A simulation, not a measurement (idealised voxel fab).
You're looking at the process module voxel gate over fins.
The width of the displayed cross-section, cut, is 190 nm; its cells are square, with a size of 5 nm.
The cross-sections in this document take the form of a grid made of square cells. They are written out as bands, in order from top to bottom. Each band consists of one or more rows of cells. Within each band entry, the heights of the top and of the bottom of the band appear first, in that order and in nm; the materials of the band then follow from left to right, each with its corresponding width in nm. The designation "everywhere" on a single material indicates that it fills the band from edge to edge; the designation "empty" indicates empty space. Heights are expressed relative to 0, this being the level below which the as-received wafer comprises one material exclusively. The lowest band is unbounded in the downward direction and is denoted as in "0 down". The two numbers in a width such as "30->40" mark its ends across the band: the first belongs to the top row of cells, the second to the bottom row, and from each row to the next the width moves by the same amount. Where a step carries "nothing changed", the cross-section came out of it unchanged, cell for cell. Sealed void inventory: empty space of 8 cells or more with no open way to the top, each as width x height at its distance from the left edge, in nm. Step line, after settings: the simulator's comment on this step. "overlay nm" denotes, for a step that has a mask, the displacement of the mask to the right of its planned place, with negative values corresponding to the left.
### List of planned process steps
1. RECEIVE | material Si
2. CONFORMAL_DEP | material SiN | thk nm 5
3. DIRECTIONAL_DEP | material aC | thk nm 15
4. PATTERN | tone cover | mask id FINS | material resist | width nm 15 | pitch nm 40 | thk nm 30 | overlay nm 0
5. DIRECTIONAL_ETCH | etch materials aC | depth nm 15
6. STRIP | etch materials resist
7. DIRECTIONAL_ETCH | etch materials SiN | depth nm 5
8. DIRECTIONAL_ETCH | etch materials Si | depth nm 35
9. STRIP | etch materials aC
10. FILL_DEP | material SiO2 | thk nm 15
11. CMP | height nm 5
12. SELECTIVE_ETCH | etch materials SiO2 | depth nm 15
13. STRIP | etch materials SiN
14. CONFORMAL_DEP | material HfO2 | thk nm 5
15. CONFORMAL_DEP | material TiN | thk nm 5
16. FILL_DEP | material W | thk nm 15
17. CMP | height nm 20
18. CONFORMAL_DEP | material SiN | thk nm 10
### As-received wafer cross-section (after step 1)
> 0 down | Si everywhere
> Sealed void inventory: none
### Cross-section: first of two wafers, module finished, run according to plan
> 30 to 20 | SiN everywhere
> 20 to 10 | W everywhere
> 10 to 5 | 55 W, then 35 TiN, then 5 W, then 35 TiN, then 60 W
> 5 to 0 | 55 W, then 5 TiN, then 25 HfO2, then 5 TiN, then 5 W, then 5 TiN, then 25 HfO2, then 5 TiN, then 60 W
> 0 to -5 | 60 TiN, then 5 HfO2, then 15 Si, then 5 HfO2, then 15 TiN, then 5 HfO2, then 15 Si, then 5 HfO2, then 65 TiN
> -5 to -10 | 65 HfO2, then 15 Si, then 25 HfO2, then 15 Si, then 70 HfO2
> -10 to -35 | 65 SiO2, then 15 Si, then 25 SiO2, then 15 Si, then 70 SiO2
> -35 down | Si everywhere
> Sealed void inventory: none
### Same start, same plan as the first wafer - but one mistake in the run. Cross-section of the second of the two at the end of the module
> 30 to 20 | SiN everywhere
> 20 to 10 | W everywhere
> 10 to 5 | 55 W, then 35 HfO2, then 5 W, then 35 HfO2, then 60 W
> 5 to 0 | 55 W, then 5 HfO2, then 25 TiN, then 5 HfO2, then 5 W, then 5 HfO2, then 25 TiN, then 5 HfO2, then 60 W
> 0 to -5 | 60 HfO2, then 5 TiN, then 15 Si, then 5 TiN, then 15 HfO2, then 5 TiN, then 15 Si, then 5 TiN, then 65 HfO2
> -5 to -10 | 65 TiN, then 15 Si, then 25 TiN, then 15 Si, then 70 TiN
> -10 to -35 | 65 SiO2, then 15 Si, then 25 SiO2, then 15 Si, then 70 SiO2
> -35 down | Si everywhere
> Sealed void inventory: none
Where did the run depart from the plan? steps 14 and 15 were swapped
At the end, each material covers as many cells on the second wafer as it does on the first, though the cells it covers are elsewhere.
